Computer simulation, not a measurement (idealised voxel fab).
Herein follows the process module entitled voxel tone inversion.
Each square cell in cross-section cut measures 5 nm, and the section as a whole is 170 nm wide.
Heads up, the way a cross-section reads in here is a grid of square cells, handed over as bands from the top down, with every band being one or more rows of cells.
Top height, bottom height, nm. Materials left to right, width each, nm. Single material + "all across" = fills band edge to edge. "blank" = empty.
Measure heights from 0. That's the level where, below it, the as-received wafer is all one material. The lowest band is bottomless and extends downward; write it as in "z 0 and below".
Width "30..40": first value at the band's top row of cells, second value at its bottom row, equal change from row to row.
Given "all unchanged" for a step, no cell of the cross-section differs between before and after that step.
What "Unvented internal voids" gives you is every empty space of 8 cells or more that is cut off from the top. Each appears as width x height at distance, with the distance taken from the left edge and width, height and distance all in nm.
It should be noted that, on the line of a given step, the content following the step's settings is a remark produced by the simulator itself with respect to that step.
"overlay nm" denotes, for a step that has a mask, the displacement of the mask to the right of its planned place, with negative values corresponding to the left.
Structure of the following material. The material consists of pairs of cross-sections. Each pair comprises the cross-section before one process step and the cross-section after that step, the latter shown only down to the lowest band that changed. The step between the cross-sections is specified beneath each pair, including its settings. Pairs are not necessarily consecutive: they may derive from different runs of this module performed on the same starting wafer. Continuity with the pair above is to be assumed only where the entry headed "Pre-processing view" of the pair in question states it.

Pre-processing view:
> z 0 and below = Si all across
> Unvented internal voids: none

Post-Step Appearance:
> z 10 to 0 = SiN all across
> Below 0, no change.
> Unvented internal voids: none
Step taken after the before cross-section and before the after cross-section above: CONFORMAL_DEP: material SiN, thk nm 10

Pre-processing view: after-state, pair directly above.

Post-Step Appearance:
> z 30 to 10 = polySi all across
> Below 10, no change.
> Unvented internal voids: none
Step taken after the before cross-section and before the after cross-section above: DIRECTIONAL_DEP: material polySi, thk nm 20

Pre-processing view: after-state, pair directly above.

Post-Step Appearance:
> z 55 to 30 = blank 30 nm  resist 15 nm  blank 30 nm  resist 15 nm  blank 30 nm  resist 15 nm  blank 35 nm
> Below 30, no change.
> Unvented internal voids: none
Step taken after the before cross-section and before the after cross-section above: PATTERN: tone cover, mask id POSTS, material resist, width nm 15, pitch nm 45, thk nm 25, overlay nm 0

Pre-processing view: after-state, pair directly above.

Post-Step Appearance:
> z 55 to 30 = blank 30 nm  resist 15 nm  blank 30 nm  resist 15 nm  blank 30 nm  resist 15 nm  blank 35 nm
> z 30 to 10 = blank 30 nm  polySi 15 nm  blank 30 nm  polySi 15 nm  blank 30 nm  polySi 15 nm  blank 35 nm
> Below 10, no change.
> Unvented internal voids: none
Step taken after the before cross-section and before the after cross-section above: DIRECTIONAL_ETCH: etch materials polySi, depth nm 20

Pre-processing view: after-state, pair directly above.

Post-Step Appearance:
> z 30 to 10 = blank 30 nm  polySi 15 nm  blank 30 nm  polySi 15 nm  blank 30 nm  polySi 15 nm  blank 35 nm
> Below 10, no change.
> Unvented internal voids: none
Step taken after the before cross-section and before the after cross-section above: STRIP: etch materials resist

Pre-processing view: after-state, pair directly above.

Post-Step Appearance:
> z 40 to 30 = lowk all across
> z 30 to 10 = lowk 30 nm  polySi 15 nm  lowk 30 nm  polySi 15 nm  lowk 30 nm  polySi 15 nm  lowk 35 nm
> Below 10, no change.
> Unvented internal voids: none
Step taken after the before cross-section and before the after cross-section above: FILL_DEP: material lowk, thk nm 10

Pre-processing view: after-state, pair directly above.

Post-Step Appearance:
> z 30 to 10 = lowk 30 nm  polySi 15 nm  lowk 30 nm  polySi 15 nm  lowk 30 nm  polySi 15 nm  lowk 35 nm
> Below 10, no change.
> Unvented internal voids: none
Step taken after the before cross-section and before the after cross-section above: CMP: height nm 30

Pre-processing view: after-state, pair directly above.

Post-Step Appearance:
> z 30 to 10 = lowk 30 nm  blank 15 nm  lowk 30 nm  blank 15 nm  lowk 30 nm  blank 15 nm  lowk 35 nm
> Below 10, no change.
> Unvented internal voids: none
Step taken after the before cross-section and before the after cross-section above: STRIP: etch materials polySi

Pre-processing view: after-state, pair directly above.

Post-Step Appearance:
> z 35 to 30 = TiN 35 nm  blank 5 nm  TiN 40 nm  blank 5 nm  TiN 40 nm  blank 5 nm  TiN 40 nm
> z 30 to 15 = lowk 30 nm  TiN 5 nm  blank 5 nm  TiN 5 nm  lowk 30 nm  TiN 5 nm  blank 5 nm  TiN 5 nm  lowk 30 nm  TiN 5 nm  blank 5 nm  TiN 5 nm  lowk 35 nm
> z 15 to 10 = lowk 30 nm  TiN 15 nm  lowk 30 nm  TiN 15 nm  lowk 30 nm  TiN 15 nm  lowk 35 nm
> Below 10, no change.
> Unvented internal voids: none
Step taken after the before cross-section and before the after cross-section above: CONFORMAL_DEP: material TiN, thk nm 5

Pre-processing view: after-state, pair directly above.

Post-Step Appearance:
> z 45 to 35 = Cu all across
> z 35 to 30 = TiN 35 nm  Cu 5 nm  TiN 40 nm  Cu 5 nm  TiN 40 nm  Cu 5 nm  TiN 40 nm
> z 30 to 15 = lowk 30 nm  TiN 5 nm  Cu 5 nm  TiN 5 nm  lowk 30 nm  TiN 5 nm  Cu 5 nm  TiN 5 nm  lowk 30 nm  TiN 5 nm  Cu 5 nm  TiN 5 nm  lowk 35 nm
> Below 15, no change.
> Unvented internal voids: none
Step taken after the before cross-section and before the after cross-section above: FILL_DEP: material Cu, thk nm 10

Pre-processing view: after-state, pair directly above.

Post-Step Appearance:
> z 30 to 15 = lowk 30 nm  TiN 5 nm  Cu 5 nm  TiN 5 nm  lowk 30 nm  TiN 5 nm  Cu 5 nm  TiN 5 nm  lowk 30 nm  TiN 5 nm  Cu 5 nm  TiN 5 nm  lowk 35 nm
> Below 15, no change.
> Unvented internal voids: none
Step taken after the before cross-section and before the after cross-section above: CMP: height nm 30

Pre-processing view: after-state, pair directly above.

Post-Step Appearance:
> z 35 to 30 = SiCN all across
> Below 30, no change.
> Unvented internal voids: none
Step taken after the before cross-section and before the after cross-section above: CONFORMAL_DEP: material SiCN, thk nm 5

Pre-processing view:
> z 0 and below = Si all across
> Unvented internal voids: none

Post-Step Appearance:
> z 20 to 0 = polySi all across
> Below 0, no change.
> Unvented internal voids: none
Step taken after the before cross-section and before the after cross-section above: DIRECTIONAL_DEP: material polySi, thk nm 20

Pre-processing view: after-state, pair directly above.

Post-Step Appearance:
> z 45 to 20 = blank 30 nm  resist 15 nm  blank 30 nm  resist 15 nm  blank 30 nm  resist 15 nm  blank 35 nm
> Below 20, no change.
> Unvented internal voids: none
Step taken after the before cross-section and before the after cross-section above: PATTERN: tone cover, mask id POSTS, material resist, width nm 15, pitch nm 45, thk nm 25, overlay nm 0

Pre-processing view: after-state, pair directly above.

Post-Step Appearance:
> z 45 to 20 = blank 30 nm  resist 15 nm  blank 30 nm  resist 15 nm  blank 30 nm  resist 15 nm  blank 35 nm
> z 20 to 0 = blank 30 nm  polySi 15 nm  blank 30 nm  polySi 15 nm  blank 30 nm  polySi 15 nm  blank 35 nm
> Below 0, no change.
> Unvented internal voids: none
Step taken after the before cross-section and before the after cross-section above: DIRECTIONAL_ETCH: etch materials polySi, depth nm 20

Pre-processing view: after-state, pair directly above.

Post-Step Appearance:
> z 20 to 0 = blank 30 nm  polySi 15 nm  blank 30 nm  polySi 15 nm  blank 30 nm  polySi 15 nm  blank 35 nm
> Below 0, no change.
> Unvented internal voids: none
Step taken after the before cross-section and before the after cross-section above: STRIP: etch materials resist

Pre-processing view: after-state, pair directly above.

Post-Step Appearance:
> z 30 to 20 = lowk all across
> z 20 to 0 = lowk 30 nm  polySi 15 nm  lowk 30 nm  polySi 15 nm  lowk 30 nm  polySi 15 nm  lowk 35 nm
> Below 0, no change.
> Unvented internal voids: none
Step taken after the before cross-section and before the after cross-section above: FILL_DEP: material lowk, thk nm 10

Pre-processing view: after-state, pair directly above.

Post-Step Appearance:
> z 35 to 30 = TiN all across
> Below 30, no change.
> Unvented internal voids: none
Step taken after the before cross-section and before the after cross-section above: CONFORMAL_DEP: material TiN, thk nm 5

Pre-processing view: after-state, pair directly above.

Post-Step Appearance:
> z 45 to 35 = Cu all across
> Below 35, no change.
> Unvented internal voids: none
Step taken after the before cross-section and before the after cross-section above: FILL_DEP: material Cu, thk nm 10

Pre-processing view: after-state, pair directly above.

Post-Step Appearance:
> z 30 to 20 = lowk all across
> Below 20, no change.
> Unvented internal voids: none
Step taken after the before cross-section and before the after cross-section above: CMP: height nm 30

Pre-processing view: after-state, pair directly above.

Post-Step Appearance:
> z 35 to 30 = SiCN all across
> Below 30, no change.
> Unvented internal voids: none
Step taken after the before cross-section and before the after cross-section above: CONFORMAL_DEP: material SiCN, thk nm 5

Pre-processing view:
> z 20 to 0 = polySi all across
> z 0 and below = Si all across
> Unvented internal voids: none

Post-Step Appearance:
> z 30 to 20 = SiN all across
> Below 20, no change.
> Unvented internal voids: none
Step taken after the before cross-section and before the after cross-section above: CONFORMAL_DEP: material SiN, thk nm 10

Pre-processing view: after-state, pair directly above.

Post-Step Appearance:
> z 55 to 30 = blank 30 nm  resist 15 nm  blank 30 nm  resist 15 nm  blank 30 nm  resist 15 nm  blank 35 nm
> Below 30, no change.
> Unvented internal voids: none
Step taken after the before cross-section and before the after cross-section above: PATTERN: tone cover, mask id POSTS, material resist, width nm 15, pitch nm 45, thk nm 25, overlay nm 0

Pre-processing view: after-state, pair directly above.

Post-Step Appearance:
> z 30 to 20 = SiN all across
> Below 20, no change.
> Unvented internal voids: none
Step taken after the before cross-section and before the after cross-section above: STRIP: etch materials resist

Pre-processing view: after-state, pair directly above.

Post-Step Appearance:
> z 40 to 30 = lowk all across
> Below 30, no change.
> Unvented internal voids: none
Step taken after the before cross-section and before the after cross-section above: FILL_DEP: material lowk, thk nm 10

Pre-processing view: after-state, pair directly above.

Post-Step Appearance:
> z 30 to 20 = SiN all across
> Below 20, no change.
> Unvented internal voids: none
Step taken after the before cross-section and before the after cross-section above: CMP: height nm 30

Pre-processing view: after-state, pair directly above.

Post-Step Appearance:
> z 35 to 30 = TiN all across
> Below 30, no change.
> Unvented internal voids: none
Step taken after the before cross-section and before the after cross-section above: CONFORMAL_DEP: material TiN, thk nm 5

Pre-processing view: after-state, pair directly above.

Post-Step Appearance:
> z 45 to 35 = Cu all across
> Below 35, no change.
> Unvented internal voids: none
Step taken after the before cross-section and before the after cross-section above: FILL_DEP: material Cu, thk nm 10

Pre-processing view: after-state, pair directly above.

Post-Step Appearance:
> z 30 to 20 = SiN all across
> Below 20, no change.
> Unvented internal voids: none
Step taken after the before cross-section and before the after cross-section above: CMP: height nm 30

Pre-processing view: after-state, pair directly above.

Post-Step Appearance:
> z 35 to 30 = SiCN all across
> Below 30, no change.
> Unvented internal voids: none
Step taken after the before cross-section and before the after cross-section above: CONFORMAL_DEP: material SiCN, thk nm 5

Pre-processing view:
> z 45 to 35 = Cu all across
> z 35 to 30 = TiN 35 nm  Cu 5 nm  TiN 40 nm  Cu 5 nm  TiN 40 nm  Cu 5 nm  TiN 40 nm
> z 30 to 15 = lowk 30 nm  TiN 5 nm  Cu 5 nm  TiN 5 nm  lowk 30 nm  TiN 5 nm  Cu 5 nm  TiN 5 nm  lowk 30 nm  TiN 5 nm  Cu 5 nm  TiN 5 nm  lowk 35 nm
> z 15 to 10 = lowk 30 nm  TiN 15 nm  lowk 30 nm  TiN 15 nm  lowk 30 nm  TiN 15 nm  lowk 35 nm
> z 10 to 0 = SiN all across
> z 0 and below = Si all across
> Unvented internal voids: none

Post-Step Appearance:
> z 40 to 35 = Cu all across
> Below 35, no change.
> Unvented internal voids: none
Step taken after the before cross-section and before the after cross-section above: CMP: height nm 40

Pre-processing view: after-state, pair directly above.

Post-Step Appearance:
> z 45 to 40 = SiCN all across
> Below 40, no change.
> Unvented internal voids: none
Step taken after the before cross-section and before the after cross-section above: CONFORMAL_DEP: material SiCN, thk nm 5

Pre-processing view:
> z 30 to 10 = polySi all across
> z 10 to 0 = SiN all across
> z 0 and below = Si all across
> Unvented internal voids: none

Post-Step Appearance:
> z 55 to 30 = blank 25 nm  resist 25 nm  blank 20 nm  resist 25 nm  blank 20 nm  resist 25 nm  blank 30 nm
> Below 30, no change.
> Unvented internal voids: none
Step taken after the before cross-section and before the after cross-section above: PATTERN: tone cover, mask id POSTS, material resist, width nm 25, pitch nm 45, thk nm 25, overlay nm 0

Pre-processing view: after-state, pair directly above.

Post-Step Appearance:
> z 55 to 30 = blank 25 nm  resist 25 nm  blank 20 nm  resist 25 nm  blank 20 nm  resist 25 nm  blank 30 nm
> z 30 to 10 = blank 25 nm  polySi 25 nm  blank 20 nm  polySi 25 nm  blank 20 nm  polySi 25 nm  blank 30 nm
> Below 10, no change.
> Unvented internal voids: none
Step taken after the before cross-section and before the after cross-section above: DIRECTIONAL_ETCH: etch materials polySi, depth nm 20

Pre-processing view: after-state, pair directly above.

Post-Step Appearance:
> z 30 to 10 = blank 25 nm  polySi 25 nm  blank 20 nm  polySi 25 nm  blank 20 nm  polySi 25 nm  blank 30 nm
> Below 10, no change.
> Unvented internal voids: none
Step taken after the before cross-section and before the after cross-section above: STRIP: etch materials resist

Pre-processing view: after-state, pair directly above.

Post-Step Appearance:
> z 40 to 30 = lowk all across
> z 30 to 10 = lowk 25 nm  polySi 25 nm  lowk 20 nm  polySi 25 nm  lowk 20 nm  polySi 25 nm  lowk 30 nm
> Below 10, no change.
> Unvented internal voids: none
Step taken after the before cross-section and before the after cross-section above: FILL_DEP: material lowk, thk nm 10

Pre-processing view: after-state, pair directly above.

Post-Step Appearance:
> z 30 to 10 = lowk 25 nm  polySi 25 nm  lowk 20 nm  polySi 25 nm  lowk 20 nm  polySi 25 nm  lowk 30 nm
> Below 10, no change.
> Unvented internal voids: none
Step taken after the before cross-section and before the after cross-section above: CMP: height nm 30

Pre-processing view: after-state, pair directly above.

Post-Step Appearance:
> z 30 to 10 = lowk 25 nm  blank 25 nm  lowk 20 nm  blank 25 nm  lowk 20 nm  blank 25 nm  lowk 30 nm
> Below 10, no change.
> Unvented internal voids: none
Step taken after the before cross-section and before the after cross-section above: STRIP: etch materials polySi

Pre-processing view: after-state, pair directly above.

Post-Step Appearance:
> z 35 to 30 = TiN 30 nm  blank 15 nm  TiN 30 nm  blank 15 nm  TiN 30 nm  blank 15 nm  TiN 35 nm
> z 30 to 15 = lowk 25 nm  TiN 5 nm  blank 15 nm  TiN 5 nm  lowk 20 nm  TiN 5 nm  blank 15 nm  TiN 5 nm  lowk 20 nm  TiN 5 nm  blank 15 nm  TiN 5 nm  lowk 30 nm
> z 15 to 10 = lowk 25 nm  TiN 25 nm  lowk 20 nm  TiN 25 nm  lowk 20 nm  TiN 25 nm  lowk 30 nm
> Below 10, no change.
> Unvented internal voids: none
Step taken after the before cross-section and before the after cross-section above: CONFORMAL_DEP: material TiN, thk nm 5

Pre-processing view: after-state, pair directly above.

Post-Step Appearance:
> z 45 to 35 = Cu all across
> z 35 to 30 = TiN 30 nm  Cu 15 nm  TiN 30 nm  Cu 15 nm  TiN 30 nm  Cu 15 nm  TiN 35 nm
> z 30 to 15 = lowk 25 nm  TiN 5 nm  Cu 15 nm  TiN 5 nm  lowk 20 nm  TiN 5 nm  Cu 15 nm  TiN 5 nm  lowk 20 nm  TiN 5 nm  Cu 15 nm  TiN 5 nm  lowk 30 nm
> Below 15, no change.
> Unvented internal voids: none
Step taken after the before cross-section and before the after cross-section above: FILL_DEP: material Cu, thk nm 10

Pre-processing view: after-state, pair directly above.

Post-Step Appearance:
> z 30 to 15 = lowk 25 nm  TiN 5 nm  Cu 15 nm  TiN 5 nm  lowk 20 nm  TiN 5 nm  Cu 15 nm  TiN 5 nm  lowk 20 nm  TiN 5 nm  Cu 15 nm  TiN 5 nm  lowk 30 nm
> Below 15, no change.
> Unvented internal voids: none
Step taken after the before cross-section and before the after cross-section above: CMP: height nm 30

Pre-processing view: after-state, pair directly above.

Post-Step Appearance:
> z 35 to 30 = SiCN all across
> Below 30, no change.
> Unvented internal voids: none
Step taken after the before cross-section and before the after cross-section above: CONFORMAL_DEP: material SiCN, thk nm 5

Pre-processing view:
> z 30 to 10 = polySi all across
> z 10 to 0 = SiN all across
> z 0 and below = Si all across
> Unvented internal voids: none

Post-Step Appearance:
> z 55 to 30 = blank 20 nm  resist 15 nm  blank 30 nm  resist 15 nm  blank 30 nm  resist 15 nm  blank 45 nm
> Below 30, no change.
> Unvented internal voids: none
Step taken after the before cross-section and before the after cross-section above: PATTERN: tone cover, mask id POSTS, material resist, width nm 15, pitch nm 45, thk nm 25, overlay nm -10

Pre-processing view: after-state, pair directly above.

Post-Step Appearance:
> z 55 to 30 = blank 20 nm  resist 15 nm  blank 30 nm  resist 15 nm  blank 30 nm  resist 15 nm  blank 45 nm
> z 30 to 10 = blank 20 nm  polySi 15 nm  blank 30 nm  polySi 15 nm  blank 30 nm  polySi 15 nm  blank 45 nm
> Below 10, no change.
> Unvented internal voids: none
Step taken after the before cross-section and before the after cross-section above: DIRECTIONAL_ETCH: etch materials polySi, depth nm 20

Pre-processing view: after-state, pair directly above.

Post-Step Appearance:
> z 30 to 10 = blank 20 nm  polySi 15 nm  blank 30 nm  polySi 15 nm  blank 30 nm  polySi 15 nm  blank 45 nm
> Below 10, no change.
> Unvented internal voids: none
Step taken after the before cross-section and before the after cross-section above: STRIP: etch materials resist

Pre-processing view: after-state, pair directly above.

Post-Step Appearance:
> z 40 to 30 = lowk all across
> z 30 to 10 = lowk 20 nm  polySi 15 nm  lowk 30 nm  polySi 15 nm  lowk 30 nm  polySi 15 nm  lowk 45 nm
> Below 10, no change.
> Unvented internal voids: none
Step taken after the before cross-section and before the after cross-section above: FILL_DEP: material lowk, thk nm 10

Pre-processing view: after-state, pair directly above.

Post-Step Appearance:
> z 30 to 10 = lowk 20 nm  polySi 15 nm  lowk 30 nm  polySi 15 nm  lowk 30 nm  polySi 15 nm  lowk 45 nm
> Below 10, no change.
> Unvented internal voids: none
Step taken after the before cross-section and before the after cross-section above: CMP: height nm 30

Pre-processing view: after-state, pair directly above.

Post-Step Appearance:
> z 30 to 10 = lowk 20 nm  blank 15 nm  lowk 30 nm  blank 15 nm  lowk 30 nm  blank 15 nm  lowk 45 nm
> Below 10, no change.
> Unvented internal voids: none
Step taken after the before cross-section and before the after cross-section above: STRIP: etch materials polySi

Pre-processing view: after-state, pair directly above.

Post-Step Appearance:
> z 35 to 30 = TiN 25 nm  blank 5 nm  TiN 40 nm  blank 5 nm  TiN 40 nm  blank 5 nm  TiN 50 nm
> z 30 to 15 = lowk 20 nm  TiN 5 nm  blank 5 nm  TiN 5 nm  lowk 30 nm  TiN 5 nm  blank 5 nm  TiN 5 nm  lowk 30 nm  TiN 5 nm  blank 5 nm  TiN 5 nm  lowk 45 nm
> z 15 to 10 = lowk 20 nm  TiN 15 nm  lowk 30 nm  TiN 15 nm  lowk 30 nm  TiN 15 nm  lowk 45 nm
> Below 10, no change.
> Unvented internal voids: none
Step taken after the before cross-section and before the after cross-section above: CONFORMAL_DEP: material TiN, thk nm 5

Pre-processing view: after-state, pair directly above.

Post-Step Appearance:
> z 45 to 35 = Cu all across
> z 35 to 30 = TiN 25 nm  Cu 5 nm  TiN 40 nm  Cu 5 nm  TiN 40 nm  Cu 5 nm  TiN 50 nm
> z 30 to 15 = lowk 20 nm  TiN 5 nm  Cu 5 nm  TiN 5 nm  lowk 30 nm  TiN 5 nm  Cu 5 nm  TiN 5 nm  lowk 30 nm  TiN 5 nm  Cu 5 nm  TiN 5 nm  lowk 45 nm
> Below 15, no change.
> Unvented internal voids: none
Step taken after the before cross-section and before the after cross-section above: FILL_DEP: material Cu, thk nm 10

Pre-processing view: after-state, pair directly above.

Post-Step Appearance:
> z 30 to 15 = lowk 20 nm  TiN 5 nm  Cu 5 nm  TiN 5 nm  lowk 30 nm  TiN 5 nm  Cu 5 nm  TiN 5 nm  lowk 30 nm  TiN 5 nm  Cu 5 nm  TiN 5 nm  lowk 45 nm
> Below 15, no change.
> Unvented internal voids: none
Step taken after the before cross-section and before the after cross-section above: CMP: height nm 30

Pre-processing view: after-state, pair directly above.

Post-Step Appearance:
> z 35 to 30 = SiCN all across
> Below 30, no change.
> Unvented internal voids: none
Step taken after the before cross-section and before the after cross-section above: CONFORMAL_DEP: material SiCN, thk nm 5

Pre-processing view:
> z 35 to 30 = TiN 35 nm  blank 5 nm  TiN 40 nm  blank 5 nm  TiN 40 nm  blank 5 nm  TiN 40 nm
> z 30 to 15 = lowk 30 nm  TiN 5 nm  blank 5 nm  TiN 5 nm  lowk 30 nm  TiN 5 nm  blank 5 nm  TiN 5 nm  lowk 30 nm  TiN 5 nm  blank 5 nm  TiN 5 nm  lowk 35 nm
> z 15 to 10 = lowk 30 nm  TiN 15 nm  lowk 30 nm  TiN 15 nm  lowk 30 nm  TiN 15 nm  lowk 35 nm
> z 10 to 0 = SiN all across
> z 0 and below = Si all across
> Unvented internal voids: none

Post-Step Appearance:
> z 45 to 35 = polySi all across
> z 35 to 30 = TiN 35 nm  polySi 5 nm  TiN 40 nm  polySi 5 nm  TiN 40 nm  polySi 5 nm  TiN 40 nm
> z 30 to 15 = lowk 30 nm  TiN 5 nm  polySi 5 nm  TiN 5 nm  lowk 30 nm  TiN 5 nm  polySi 5 nm  TiN 5 nm  lowk 30 nm  TiN 5 nm  polySi 5 nm  TiN 5 nm  lowk 35 nm
> Below 15, no change.
> Unvented internal voids: none
Step taken after the before cross-section and before the after cross-section above: FILL_DEP: material polySi, thk nm 10

Pre-processing view: after-state, pair directly above.

Post-Step Appearance:
> z 30 to 15 = lowk 30 nm  TiN 5 nm  polySi 5 nm  TiN 5 nm  lowk 30 nm  TiN 5 nm  polySi 5 nm  TiN 5 nm  lowk 30 nm  TiN 5 nm  polySi 5 nm  TiN 5 nm  lowk 35 nm
> Below 15, no change.
> Unvented internal voids: none
Step taken after the before cross-section and before the after cross-section above: CMP: height nm 30

Pre-processing view: after-state, pair directly above.

Post-Step Appearance:
> z 35 to 30 = SiCN all across
> Below 30, no change.
> Unvented internal voids: none
Step taken after the before cross-section and before the after cross-section above: CONFORMAL_DEP: material SiCN, thk nm 5

Pre-processing view:
> z 30 to 10 = polySi all across
> z 10 to 0 = SiN all across
> z 0 and below = Si all across
> Unvented internal voids: none

Post-Step Appearance:
> z 55 to 30 = resist 30 nm  blank 15 nm  resist 30 nm  blank 15 nm  resist 30 nm  blank 15 nm  resist 35 nm
> Below 30, no change.
> Unvented internal voids: none
Step taken after the before cross-section and before the after cross-section above: PATTERN: tone open, mask id POSTS, material resist, width nm 15, pitch nm 45, thk nm 25, overlay nm 0

Pre-processing view: after-state, pair directly above.

Post-Step Appearance:
> z 55 to 30 = resist 30 nm  blank 15 nm  resist 30 nm  blank 15 nm  resist 30 nm  blank 15 nm  resist 35 nm
> z 30 to 10 = polySi 30 nm  blank 15 nm  polySi 30 nm  blank 15 nm  polySi 30 nm  blank 15 nm  polySi 35 nm
> Below 10, no change.
> Unvented internal voids: none
Step taken after the before cross-section and before the after cross-section above: DIRECTIONAL_ETCH: etch materials polySi, depth nm 20

Pre-processing view: after-state, pair directly above.

Post-Step Appearance:
> z 30 to 10 = polySi 30 nm  blank 15 nm  polySi 30 nm  blank 15 nm  polySi 30 nm  blank 15 nm  polySi 35 nm
> Below 10, no change.
> Unvented internal voids: none
Step taken after the before cross-section and before the after cross-section above: STRIP: etch materials resist

Pre-processing view: after-state, pair directly above.

Post-Step Appearance:
> z 40 to 30 = lowk all across
> z 30 to 10 = polySi 30 nm  lowk 15 nm  polySi 30 nm  lowk 15 nm  polySi 30 nm  lowk 15 nm  polySi 35 nm
> Below 10, no change.
> Unvented internal voids: none
Step taken after the before cross-section and before the after cross-section above: FILL_DEP: material lowk, thk nm 10

Pre-processing view: after-state, pair directly above.

Post-Step Appearance:
> z 30 to 10 = polySi 30 nm  lowk 15 nm  polySi 30 nm  lowk 15 nm  polySi 30 nm  lowk 15 nm  polySi 35 nm
> Below 10, no change.
> Unvented internal voids: none
Step taken after the before cross-section and before the after cross-section above: CMP: height nm 30

Pre-processing view: after-state, pair directly above.

Post-Step Appearance:
> z 30 to 10 = blank 30 nm  lowk 15 nm  blank 30 nm  lowk 15 nm  blank 30 nm  lowk 15 nm  blank 35 nm
> Below 10, no change.
> Unvented internal voids: none
Step taken after the before cross-section and before the after cross-section above: STRIP: etch materials polySi

Pre-processing view: after-state, pair directly above.

Post-Step Appearance:
> z 35 to 30 = blank 25 nm  TiN 25 nm  blank 20 nm  TiN 25 nm  blank 20 nm  TiN 25 nm  blank 30 nm
> z 30 to 15 = blank 25 nm  TiN 5 nm  lowk 15 nm  TiN 5 nm  blank 20 nm  TiN 5 nm  lowk 15 nm  TiN 5 nm  blank 20 nm  TiN 5 nm  lowk 15 nm  TiN 5 nm  blank 30 nm
> z 15 to 10 = TiN 30 nm  lowk 15 nm  TiN 30 nm  lowk 15 nm  TiN 30 nm  lowk 15 nm  TiN 35 nm
> Below 10, no change.
> Unvented internal voids: none
Step taken after the before cross-section and before the after cross-section above: CONFORMAL_DEP: material TiN, thk nm 5

Pre-processing view: after-state, pair directly above.

Post-Step Appearance:
> z 45 to 35 = Cu all across
> z 35 to 30 = Cu 25 nm  TiN 25 nm  Cu 20 nm  TiN 25 nm  Cu 20 nm  TiN 25 nm  Cu 30 nm
> z 30 to 15 = Cu 25 nm  TiN 5 nm  lowk 15 nm  TiN 5 nm  Cu 20 nm  TiN 5 nm  lowk 15 nm  TiN 5 nm  Cu 20 nm  TiN 5 nm  lowk 15 nm  TiN 5 nm  Cu 30 nm
> Below 15, no change.
> Unvented internal voids: none
Step taken after the before cross-section and before the after cross-section above: FILL_DEP: material Cu, thk nm 10

Pre-processing view: after-state, pair directly above.

Post-Step Appearance:
> z 30 to 15 = Cu 25 nm  TiN 5 nm  lowk 15 nm  TiN 5 nm  Cu 20 nm  TiN 5 nm  lowk 15 nm  TiN 5 nm  Cu 20 nm  TiN 5 nm  lowk 15 nm  TiN 5 nm  Cu 30 nm
> Below 15, no change.
> Unvented internal voids: none
Step taken after the before cross-section and before the after cross-section above: CMP: height nm 30

Pre-processing view: after-state, pair directly above.

Post-Step Appearance:
> z 35 to 30 = SiCN all across
> Below 30, no change.
> Unvented internal voids: none
Step taken after the before cross-section and before the after cross-section above: CONFORMAL_DEP: material SiCN, thk nm 5
